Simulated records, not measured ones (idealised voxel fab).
Module name: voxel transistor to metal (process module)
For reference, the cross-section in this document is cut, with width 215 nm and square cells of 5 nm.
How to read a cross-section here: the picture is a grid of square cells, written as bands going from the top down, and any band can span one or more rows of cells.
For a band, the entry starts with two heights in nm, that of the top and then that of the bottom, and carries on with the band's materials in order from left to right, each alongside its width in nm; the word "throughout" beside a single material means it fills the band edge to edge, and "air" means empty space.
All heights in this document are referenced to 0, defined as the level beneath which the wafer, as received, consists entirely of one material. The lowest band is not bounded below; it extends indefinitely downward and is written in the form "z 0 and below".
Top row gets the first number, bottom row gets the second, and each row in between changes by the same step: that is how a band width like "30..40" works.
"nothing changed" (step): cross-section cells unchanged, all of them.
Entrapped voids: empty space of 8 cells or more with no open way to the top, each as width x height at its distance from the left edge, in nm
What comes after the settings on a step's line is commentary from the simulator itself on that step.
The "overlay nm" setting may appear on a step's line; for a step that uses a mask, it gives how far to the right of its planned position the mask lay, and a negative value indicates the left.
Below is the list of planned process steps:
| 1 | op RECEIVE | material Si |
| 2 | op CONFORMAL_DEP | material SiO2 | thk nm 5 |
| 3 | op CONFORMAL_DEP | material SiN | thk nm 15 |
| 4 | op MASKED_ETCH | tone cover | mask id ACTIVE | width nm 110 | etch materials SiN | depth nm 15 | overlay nm -15 |
| 5 | op MASKED_ETCH | tone cover | mask id ACTIVE | width nm 110 | etch materials SiO2 | depth nm 5 | overlay nm 0 |
| 6 | op MASKED_ETCH | tone cover | mask id ACTIVE | width nm 110 | etch materials Si | depth nm 25 | overlay nm 0 |
| 7 | op OXIDIZE | depth nm 5 |
| 8 | op FILL_DEP | material SiO2 | thk nm 15 |
| 9 | op CMP | height nm 20 |
| 10 | op SELECTIVE_ETCH | etch materials SiO2 | depth nm 15 |
| 11 | op STRIP | etch materials SiN |
| 12 | op SELECTIVE_ETCH | etch materials SiO2 | depth nm 5 |
| 13 | op OXIDIZE | depth nm 5 |
| 14 | op DIRECTIONAL_DEP | material polySi | thk nm 30 |
| 15 | op DIRECTIONAL_DEP | material SiCN | thk nm 15 |
| 16 | op DIRECTIONAL_DEP | material aC | thk nm 15 |
| 17 | op PATTERN | tone cover | mask id GATE | material resist | width nm 30 | thk nm 30 | overlay nm 0 |
| 18 | op DIRECTIONAL_ETCH | etch materials aC | depth nm 15 |
| 19 | op STRIP | etch materials resist |
| 20 | op DIRECTIONAL_ETCH | etch materials SiCN | depth nm 25 |
| 21 | op DIRECTIONAL_ETCH | etch materials polySi | depth nm 40 |
| 22 | op STRIP | etch materials aC |
| 23 | op CONFORMAL_DEP | material SiO2 | thk nm 5 |
| 24 | op DIRECTIONAL_ETCH | etch materials SiO2 | depth nm 5 |
| 25 | op CONFORMAL_DEP | material SiN | thk nm 5 |
| 26 | op DIRECTIONAL_ETCH | etch materials SiN | depth nm 5 |
| 27 | op DIRECTIONAL_ETCH | etch materials SiO2 | depth nm 5 |
| 28 | op DIRECTIONAL_ETCH | etch materials Si | depth nm 5 |
| 29 | op EPI | material pSi | thk nm 5 |
| 30 | op FILL_DEP | material SiO2 | thk nm 5 |
| 31 | op CMP | height nm 30 |
| 32 | op STRIP | etch materials polySi |
| 33 | op SELECTIVE_ETCH | etch materials SiO2 | depth nm 5 |
| 34 | op CONFORMAL_DEP | material HfO2 | thk nm 5 |
| 35 | op CONFORMAL_DEP | material TiN | thk nm 5 |
| 36 | op FILL_DEP | material W | thk nm 5 |
| 37 | op CMP | height nm 25 |
| 38 | op DIRECTIONAL_DEP | material SiO2 | thk nm 15 |
| 39 | op DIRECTIONAL_DEP | material aC | thk nm 15 |
| 40 | op PATTERN | tone open | mask id CONTACT | material resist | width nm 20 | pitch nm 80 | thk nm 30 | overlay nm 0 |
| 41 | op DIRECTIONAL_ETCH | etch materials aC | depth nm 15 |
| 42 | op STRIP | etch materials resist |
| 43 | op DIRECTIONAL_ETCH | etch materials SiO2 | depth nm 45 |
| 44 | op STRIP | etch materials aC |
| 45 | op CONFORMAL_DEP | material TiN | thk nm 5 |
| 46 | op FILL_DEP | material W | thk nm 10 |
| 47 | op CMP | height nm 40 |
| 48 | op DIRECTIONAL_DEP | material TiN | thk nm 5 |
| 49 | op DIRECTIONAL_DEP | material Ru | thk nm 20 |
| 50 | op DIRECTIONAL_DEP | material aC | thk nm 10 |
| 51 | op PATTERN | tone cover | mask id METAL_1 | material resist | width nm 20 | pitch nm 80 | thk nm 25 | overlay nm 0 |
| 52 | op DIRECTIONAL_ETCH | etch materials aC | depth nm 10 |
| 53 | op STRIP | etch materials resist |
| 54 | op DIRECTIONAL_ETCH | etch materials Ru | depth nm 20 |
| 55 | op DIRECTIONAL_ETCH | etch materials TiN | depth nm 5 |
| 56 | op STRIP | etch materials aC |
| 57 | op CONFORMAL_DEP | material SiCN | thk nm 5 |
| 58 | op FILL_DEP | material SiO2 | thk nm 10 |
| 59 | op CMP | height nm 65 |
| 60 | op CONFORMAL_DEP | material SiCN | thk nm 5 |
The plan shows the overlay nm of step 4 as the first wafer had it; this setting differs between the wafers, which start out alike.
Step 1 complete: as-received cross-section of the first of several wafers:
	z 0 and below | Si throughout
	Entrapped voids: none
Below is a per-wafer table. In it, each row describes the wafer at the end of the module by giving, for each material, the number of cells gained (+) or lost (-) since the wafer was received, and after that the closed voids of the wafer:
overlay nm -15; +18 HfO2; +32 Ru; -156 Si; +94 SiCN; +10 SiN; +479 SiO2; +62 TiN; +48 W; +15 pSi; Entrapped voids: none
overlay nm -10; +18 HfO2; +32 Ru; -160 Si; +94 SiCN; +10 SiN; +484 SiO2; +62 TiN; +48 W; +14 pSi; Entrapped voids: none
overlay nm -5; +18 HfO2; +32 Ru; -164 Si; +94 SiCN; +10 SiN; +489 SiO2; +62 TiN; +48 W; +13 pSi; Entrapped voids: none
overlay nm 0; +18 HfO2; +32 Ru; -168 Si; +94 SiCN; +10 SiN; +494 SiO2; +62 TiN; +48 W; +12 pSi; Entrapped voids: none
overlay nm 5; +18 HfO2; +32 Ru; -164 Si; +94 SiCN; +10 SiN; +489 SiO2; +62 TiN; +48 W; +13 pSi; Entrapped voids: none
overlay nm 10; +18 HfO2; +32 Ru; -160 Si; +94 SiCN; +10 SiN; +484 SiO2; +62 TiN; +48 W; +14 pSi; Entrapped voids: none
overlay nm 15; +18 HfO2; +32 Ru; -156 Si; +94 SiCN; +10 SiN; +479 SiO2; +62 TiN; +48 W; +15 pSi; Entrapped voids: none
